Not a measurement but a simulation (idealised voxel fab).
Process module in this document: voxel transistor to metal
This is section cut - it's 270 nm across, gridded in 5 nm square cells.
Cross-section, as written here: a square-cell grid given band by band from the top down, where a band holds one or more rows of cells. In this notation a band is specified by the heights of its top and bottom, in that order and in nm, after which its materials appear from left to right, each paired with its width in nm. The word "throughout" attached to a single material means that material fills the band from edge to edge; the word "air" stands for empty space. Height is counted from the level 0, under which the received wafer is composed throughout of one material. The lowest of the bands is not closed at the bottom but continues downward, in the notation "z 0 and below". The two numbers in a width such as "30->40" mark its ends across the band: the first belongs to the top row of cells, the second to the bottom row, and from each row to the next the width moves by the same amount. "no modifications" means the step left every cell of the cross-section as it was. The label "Enclosed void inventory" introduces a list of the empty spaces, 8 cells or larger, that have no open way up to the top; each entry in it reads width x height at distance, where the distance is taken from the left edge and all three are stated in nm. On each step's line, the part that comes after the settings is the simulator's own comment on the step. A step line may carry the setting "overlay nm", which, for steps involving a mask, states the distance by which the mask lay to the right of its intended position; negative values denote displacement to the left.
Plan
| 1 | RECEIVE | material Si |
| 2 | OXIDIZE | depth nm 5 |
| 3 | CONFORMAL_DEP | material SiN | thk nm 15 |
| 4 | DIRECTIONAL_DEP | material aC | thk nm 10 |
| 5 | PATTERN | tone cover | mask id ACTIVE | material resist | width nm 105 | pitch nm 135 | thk nm 30 | overlay nm 0 |
| 6 | DIRECTIONAL_ETCH | etch materials aC | depth nm 10 |
| 7 | STRIP | etch materials resist |
| 8 | DIRECTIONAL_ETCH | etch materials SiN | depth nm 15 |
| 9 | DIRECTIONAL_ETCH | etch materials SiO2 | depth nm 5 |
| 10 | DIRECTIONAL_ETCH | etch materials Si | depth nm 35 |
| 11 | STRIP | etch materials aC |
| 12 | OXIDIZE | depth nm 5 |
| 13 | FILL_DEP | material SiO2 | thk nm 15 |
| 14 | CMP | height nm 15 |
| 15 | SELECTIVE_ETCH | etch materials SiO2 | depth nm 15 |
| 16 | STRIP | etch materials SiN |
| 17 | SELECTIVE_ETCH | etch materials SiO2 | depth nm 5 |
| 18 | OXIDIZE | depth nm 5 |
| 19 | DIRECTIONAL_DEP | material polySi | thk nm 25 |
| 20 | DIRECTIONAL_DEP | material SiCN | thk nm 10 |
| 21 | PATTERN | tone cover | mask id GATE | material resist | width nm 25 | pitch nm 135 | thk nm 15 | overlay nm 0 |
| 22 | DIRECTIONAL_ETCH | etch materials SiCN | depth nm 20 |
| 23 | DIRECTIONAL_ETCH | etch materials polySi | depth nm 35 |
| 24 | STRIP | etch materials resist |
| 25 | CONFORMAL_DEP | material SiO2 | thk nm 5 |
| 26 | DIRECTIONAL_ETCH | etch materials SiO2 | depth nm 5 |
| 27 | CONFORMAL_DEP | material SiN | thk nm 5 |
| 28 | DIRECTIONAL_ETCH | etch materials SiN | depth nm 5 |
| 29 | DIRECTIONAL_ETCH | etch materials SiO2 | depth nm 5 |
| 30 | DIRECTIONAL_ETCH | etch materials Si | depth nm 10 |
| 31 | EPI | material pSi | thk nm 15 |
| 32 | FILL_DEP | material SiO2 | thk nm 5 |
| 33 | CMP | height nm 30 |
| 34 | DIRECTIONAL_DEP | material SiO2 | thk nm 10 |
| 35 | MASKED_ETCH | tone open | mask id CONTACT | width nm 15 | etch materials SiO2 | depth nm 45 | overlay nm 0 |
| 36 | CONFORMAL_DEP | material TiN | thk nm 5 |
| 37 | FILL_DEP | material W | thk nm 10 |
| 38 | CMP | height nm 40 |
| 39 | DIRECTIONAL_DEP | material TiN | thk nm 5 |
| 40 | DIRECTIONAL_DEP | material W | thk nm 25 |
| 41 | PATTERN | tone cover | mask id METAL_1 | material resist | width nm 15 | thk nm 20 | overlay nm 0 |
| 42 | DIRECTIONAL_ETCH | etch materials W | depth nm 25 |
| 43 | DIRECTIONAL_ETCH | etch materials TiN | depth nm 5 |
| 44 | STRIP | etch materials resist |
| 45 | CONFORMAL_DEP | material SiCN | thk nm 5 |
| 46 | FILL_DEP | material SiO2 | thk nm 5 |
| 47 | CMP | height nm 70 |
| 48 | CONFORMAL_DEP | material SiCN | thk nm 5 |
As-received wafer cross-section (after step 1)
z 0 and below = Si throughout
Enclosed void inventory: none
One mistake in running the module, otherwise start and plan as above: cross-section at the end
z 75 to 70 = SiCN throughout
z 70 to 45 = W (20); SiCN (5); SiO2 (5); SiCN (5); W (65); SiCN (5); SiO2 (5); SiCN (5); W (40); SiCN (5); SiO2 (5); SiCN (5); W (65); SiCN (5); SiO2 (5); SiCN (5); W (20)
z 45 to 40 = TiN (20); SiCN (15); TiN (65); SiCN (15); TiN (40); SiCN (15); TiN (65); SiCN (15); TiN (20)
z 40 to 30 = SiO2 (20); TiN (5); W (5); TiN (5); SiO2 (65); TiN (5); W (5); TiN (5); SiO2 (40); TiN (5); W (5); TiN (5); SiO2 (65); TiN (5); W (5); TiN (5); SiO2 (20)
z 30 to 20 = SiO2 (20); TiN (5); W (5); TiN (5); SiO2 (10); SiN (5); SiO2 (5); SiCN (25); SiO2 (5); SiN (5); SiO2 (10); TiN (5); W (5); TiN (5); SiO2 (40); TiN (5); W (5); TiN (5); SiO2 (10); SiN (5); SiO2 (5); SiCN (25); SiO2 (5); SiN (5); SiO2 (10); TiN (5); W (5); TiN (5); SiO2 (20)
z 20 to 10 = SiO2 (20); TiN (5); W (5); TiN (5); SiO2 (10); SiN (5); SiO2 (5); polySi (25); SiO2 (5); SiN (5); SiO2 (10); TiN (5); W (5); TiN (5); SiO2 (40); TiN (5); W (5); TiN (5); SiO2 (10); SiN (5); SiO2 (5); polySi (25); SiO2 (5); SiN (5); SiO2 (10); TiN (5); W (5); TiN (5); SiO2 (20)
z 10 to 5 = SiO2 (20); TiN (15); SiO2 (10); SiN (5); SiO2 (5); polySi (25); SiO2 (5); SiN (5); SiO2 (10); TiN (15); SiO2 (40); TiN (15); SiO2 (10); SiN (5); SiO2 (5); polySi (25); SiO2 (5); SiN (5); SiO2 (10); TiN (15); SiO2 (20)
z 5 to -5 = SiO2 (20); TiN (10); pSi (15); SiN (5); SiO2 (5); polySi (25); SiO2 (5); SiN (5); pSi (15); TiN (10); SiO2 (40); TiN (10); pSi (15); SiN (5); SiO2 (5); polySi (25); SiO2 (5); SiN (5); pSi (15); TiN (10); SiO2 (20)
z -5 to -10 = SiO2 (15); pSi (30); SiO2 (45); pSi (30); SiO2 (30); pSi (30); SiO2 (45); pSi (30); SiO2 (15)
z -10 to -20 = SiO2 (20); pSi (25); Si (45); pSi (25); SiO2 (40); pSi (25); Si (45); pSi (25); SiO2 (20)
z -20 to -45 = SiO2 (20); Si (95); SiO2 (40); Si (95); SiO2 (20)
z -45 and below = Si throughout
Enclosed void inventory: none
What broke from the plan during processing? in deviation from the planned setting, step 41 was conducted as PATTERN | tone open | mask id METAL_1 | material resist | width nm 15 | thk nm 20 | overlay nm 0
